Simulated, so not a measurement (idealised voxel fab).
You're looking at the process module voxel tone inversion.
We display cut, a cross-section 195 nm in width whose square cells are each 5 nm.
Each cross-section below is a grid of square cells, stated as bands in top-down order, with one or more rows of cells making up each band.
The entry gives the band's vertical extent as a top height and a bottom height in nm, then its horizontal make-up as materials from left to right, each with a width in nm. "blank" stands for empty space; a single material marked "all across" fills the band edge to edge.
Counting heights begins at 0, where everything beneath is, in the wafer as received, one material. The lowest band has no bottom; it goes on downwards, as "0 and below" shows.
A two-number width, for instance "30..40", indicates that the width is equal to the first number in the top row of the band and to the second number in the bottom row, and that it changes by a constant amount per row of cells.
A step reported as "no modifications" is a step in which no cell of the cross-section changed.
The entry titled "Enclosed cavities" provides the empty spaces that have no open way to the top, restricted to those of 8 cells or more. Each is presented as width x height at distance, the distance being measured from the left edge, with all three in nm.
On a step's line, text after the settings is the simulator commenting on that step.
overlay nm, on a step with a mask: how far to the right of its planned place the mask lay; to the left if negative

## These are the steps we planned for the process
1,op RECEIVE | material Si
2,op CONFORMAL_DEP | material SiCN | thk nm 10
3,op DIRECTIONAL_DEP | material aC | thk nm 15
4,op PATTERN | tone cover | mask id POSTS | material resist | width nm 25 | pitch nm 55 | thk nm 25 | overlay nm 0
5,op DIRECTIONAL_ETCH | etch materials aC | depth nm 15
6,op STRIP | etch materials resist
7,op FILL_DEP | material lowk | thk nm 5
8,op CMP | height nm 25
9,op STRIP | etch materials aC

## The first of a set of two wafers, run to plan

## As received (post step 1): cross-section
    0 and below  Si all across
    Enclosed cavities: none

## Cross-section of the wafer subsequent to step 2
    10 down to 0  SiCN all across
    No changes below 0.

## Cross-section of the wafer subsequent to step 3
    25 down to 10  aC all across
    No changes below 10.

## Cross-section of the wafer subsequent to step 4
    50 down to 25  blank 30 | resist 25 | blank 30 | resist 25 | blank 30 | resist 25 | blank 30
    No changes below 25.

## Cross-section of the wafer subsequent to step 5
    35 down to 25  blank 30 | resist 25 | blank 30 | resist 25 | blank 30 | resist 25 | blank 30
    25 down to 10  blank 30 | aC 25 | blank 30 | aC 25 | blank 30 | aC 25 | blank 30
    No changes below 10.

## Cross-section of the wafer subsequent to step 6
    25 down to 10  blank 30 | aC 25 | blank 30 | aC 25 | blank 30 | aC 25 | blank 30
    No changes below 10.

## Cross-section of the wafer subsequent to step 7
    30 down to 25  lowk all across
    25 down to 10  lowk 30 | aC 25 | lowk 30 | aC 25 | lowk 30 | aC 25 | lowk 30
    No changes below 10.

## Cross-section of the wafer subsequent to step 8
    25 down to 10  lowk 30 | aC 25 | lowk 30 | aC 25 | lowk 30 | aC 25 | lowk 30
    No changes below 10.

## Cross-section of the wafer subsequent to step 9
    25 down to 10  lowk 30 | blank 25 | lowk 30 | blank 25 | lowk 30 | blank 25 | lowk 30
    No changes below 10.

## Second wafer - shared start and plan with the first - one error in running - same as the first up to step 8 inclusive

## Second wafer cross-section, taken as of the time the plan sets for step 9 to be done
    25 down to 10  lowk 30 | blank 25 | lowk 30 | blank 25 | lowk 30 | blank 25 | lowk 30
    No changes below 10.
Finding, execution versus plan: step 9 of the plan was twice carried out
The two wafers wind up with the same cross-section at the end, so whatever this model computes is the same despite the mistake.
